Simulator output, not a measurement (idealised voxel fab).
The name of this process module is voxel double patterning.
Cross-section cut: width 170 nm, square cells of 5 nm.
Bands, listed from the top down, are how a cross-section gets written in this document; the cross-section itself is a grid of square cells, and a band is one or more rows of them.
Heads up on the band format: heights come first, top then bottom, in nm. After that it's the materials left to right, each with its width in nm. A single material flagged "all across" fills the whole band edge to edge, and "blank" means there's empty space there.
Beneath 0, the wafer as received is one material, and that level is where height counting begins. The lowest band goes on downward without a bottom; it is written like "0 -> down".
The expression "30 to 40" gives the width at the extremes of the band, the first number at its top row of cells and the second at its bottom row, with the width changing by equal amounts from each row to the next in between.
When a step is marked "no alteration", none of the cells in the cross-section changed during that step.
"Fully enclosed voids" - sealed voids, min. 8 cells, no opening to top; format: width x height at distance (distance from left edge; nm throughout).
On a step's line, text after the settings is the simulator commenting on that step.
You can add "overlay nm" to a step's line. For a step with a mask, it describes how far the mask lay to the right of its planned position, and a negative number describes a lay to the left.
List of planned process steps
1) RECEIVE,material Si
2) CONFORMAL_DEP,material SiN,thk nm 10
3) DIRECTIONAL_DEP,material SiO2,thk nm 10
4) DIRECTIONAL_DEP,material SiCN,thk nm 10
5) DIRECTIONAL_DEP,material aC,thk nm 15
6) PATTERN,tone open,mask id FIRST,material resist,width nm 15,pitch nm 50,thk nm 35,overlay nm 0
7) DIRECTIONAL_ETCH,etch materials aC,depth nm 15
8) STRIP,etch materials resist
9) DIRECTIONAL_ETCH,etch materials SiCN,depth nm 10
10) STRIP,etch materials aC
11) PATTERN,tone open,mask id SECOND,material resist,width nm 15,thk nm 20,overlay nm 0
12) DIRECTIONAL_ETCH,etch materials SiCN,depth nm 10
13) STRIP,etch materials resist
14) DIRECTIONAL_ETCH,etch materials SiO2,depth nm 10
15) STRIP,etch materials SiCN
The first of a set of two wafers, run to plan
Delivered wafer in cross-section: state after step 1
    0 -> down  Si all across
    Fully enclosed voids: none
How the wafer stands in section after step 2
    10 -> 0  SiN all across
    Rest of section, below 0: as before.
How the wafer stands in section after step 3
    20 -> 10  SiO2 all across
    Rest of section, below 10: as before.
How the wafer stands in section after step 4
    30 -> 20  SiCN all across
    Rest of section, below 20: as before.
How the wafer stands in section after step 5
    45 -> 30  aC all across
    Rest of section, below 30: as before.
How the wafer stands in section after step 6
    80 -> 45  resist 50 nm; blank 15 nm; resist 35 nm; blank 15 nm; resist 55 nm
    Rest of section, below 45: as before.
How the wafer stands in section after step 7
    65 -> 45  resist 50 nm; blank 15 nm; resist 35 nm; blank 15 nm; resist 55 nm
    45 -> 30  aC 50 nm; blank 15 nm; aC 35 nm; blank 15 nm; aC 55 nm
    Rest of section, below 30: as before.
How the wafer stands in section after step 8
    45 -> 30  aC 50 nm; blank 15 nm; aC 35 nm; blank 15 nm; aC 55 nm
    Rest of section, below 30: as before.
How the wafer stands in section after step 9
    45 -> 30  aC 50 nm; blank 15 nm; aC 35 nm; blank 15 nm; aC 55 nm
    30 -> 20  SiCN 50 nm; blank 15 nm; SiCN 35 nm; blank 15 nm; SiCN 55 nm
    Rest of section, below 20: as before.
How the wafer stands in section after step 10
    30 -> 20  SiCN 50 nm; blank 15 nm; SiCN 35 nm; blank 15 nm; SiCN 55 nm
    Rest of section, below 20: as before.
How the wafer stands in section after step 11
    50 -> 30  resist 75 nm; blank 15 nm; resist 80 nm
    30 -> 20  SiCN 50 nm; resist 15 nm; SiCN 35 nm; resist 15 nm; SiCN 55 nm
    Rest of section, below 20: as before.
How the wafer stands in section after step 12
    50 -> 30  resist 75 nm; blank 15 nm; resist 80 nm
    30 -> 20  SiCN 50 nm; resist 15 nm; SiCN 10 nm; blank 15 nm; SiCN 10 nm; resist 15 nm; SiCN 55 nm
    Rest of section, below 20: as before.
How the wafer stands in section after step 13
    30 -> 20  SiCN 50 nm; blank 15 nm; SiCN 10 nm; blank 15 nm; SiCN 10 nm; blank 15 nm; SiCN 55 nm
    Rest of section, below 20: as before.
How the wafer stands in section after step 14
    30 -> 20  SiCN 50 nm; blank 15 nm; SiCN 10 nm; blank 15 nm; SiCN 10 nm; blank 15 nm; SiCN 55 nm
    20 -> 10  SiO2 50 nm; blank 15 nm; SiO2 10 nm; blank 15 nm; SiO2 10 nm; blank 15 nm; SiO2 55 nm
    Rest of section, below 10: as before.
How the wafer stands in section after step 15
    20 -> 10  SiO2 50 nm; blank 15 nm; SiO2 10 nm; blank 15 nm; SiO2 10 nm; blank 15 nm; SiO2 55 nm
    Rest of section, below 10: as before.
Second of two: same start, same plan, one run error; steps up to and including 5 match the first
The second wafer cut through, at the time step 6 was supposed to be finished
    80 -> 45  resist 40 nm; blank 15 nm; resist 35 nm; blank 15 nm; resist 65 nm
    Rest of section, below 45: as before.
The second wafer cut through, at the time step 7 was supposed to be finished
    65 -> 45  resist 40 nm; blank 15 nm; resist 35 nm; blank 15 nm; resist 65 nm
    45 -> 30  aC 40 nm; blank 15 nm; aC 35 nm; blank 15 nm; aC 65 nm
    Rest of section, below 30: as before.
The second wafer cut through, at the time step 8 was supposed to be finished
    45 -> 30  aC 40 nm; blank 15 nm; aC 35 nm; blank 15 nm; aC 65 nm
    Rest of section, below 30: as before.
The second wafer cut through, at the time step 9 was supposed to be finished
    45 -> 30  aC 40 nm; blank 15 nm; aC 35 nm; blank 15 nm; aC 65 nm
    30 -> 20  SiCN 40 nm; blank 15 nm; SiCN 35 nm; blank 15 nm; SiCN 65 nm
    Rest of section, below 20: as before.
The second wafer cut through, at the time step 10 was supposed to be finished
    30 -> 20  SiCN 40 nm; blank 15 nm; SiCN 35 nm; blank 15 nm; SiCN 65 nm
    Rest of section, below 20: as before.
The second wafer cut through, at the time step 11 was supposed to be finished
    50 -> 30  resist 75 nm; blank 15 nm; resist 80 nm
    30 -> 20  SiCN 40 nm; resist 15 nm; SiCN 35 nm; resist 15 nm; SiCN 65 nm
    Rest of section, below 20: as before.
The second wafer cut through, at the time step 12 was supposed to be finished
    50 -> 30  resist 75 nm; blank 15 nm; resist 80 nm
    30 -> 20  SiCN 40 nm; resist 15 nm; SiCN 20 nm; blank 15 nm; resist 15 nm; SiCN 65 nm
    Rest of section, below 20: as before.
The second wafer cut through, at the time step 13 was supposed to be finished
    30 -> 20  SiCN 40 nm; blank 15 nm; SiCN 20 nm; blank 30 nm; SiCN 65 nm
    Rest of section, below 20: as before.
The second wafer cut through, at the time step 14 was supposed to be finished
    30 -> 20  SiCN 40 nm; blank 15 nm; SiCN 20 nm; blank 30 nm; SiCN 65 nm
    20 -> 10  SiO2 40 nm; blank 15 nm; SiO2 20 nm; blank 30 nm; SiO2 65 nm
    Rest of section, below 10: as before.
The second wafer cut through, at the time step 15 was supposed to be finished
    20 -> 10  SiO2 40 nm; blank 15 nm; SiO2 20 nm; blank 30 nm; SiO2 65 nm
    Rest of section, below 10: as before.
Error vs. plan: not per plan at step 6, really ran PATTERN,tone open,mask id FIRST,material resist,width nm 15,pitch nm 50,thk nm 35,overlay nm -10
Same inventory, different map: at the end, the second wafer holds as many cells of each material as the first, placed elsewhere.
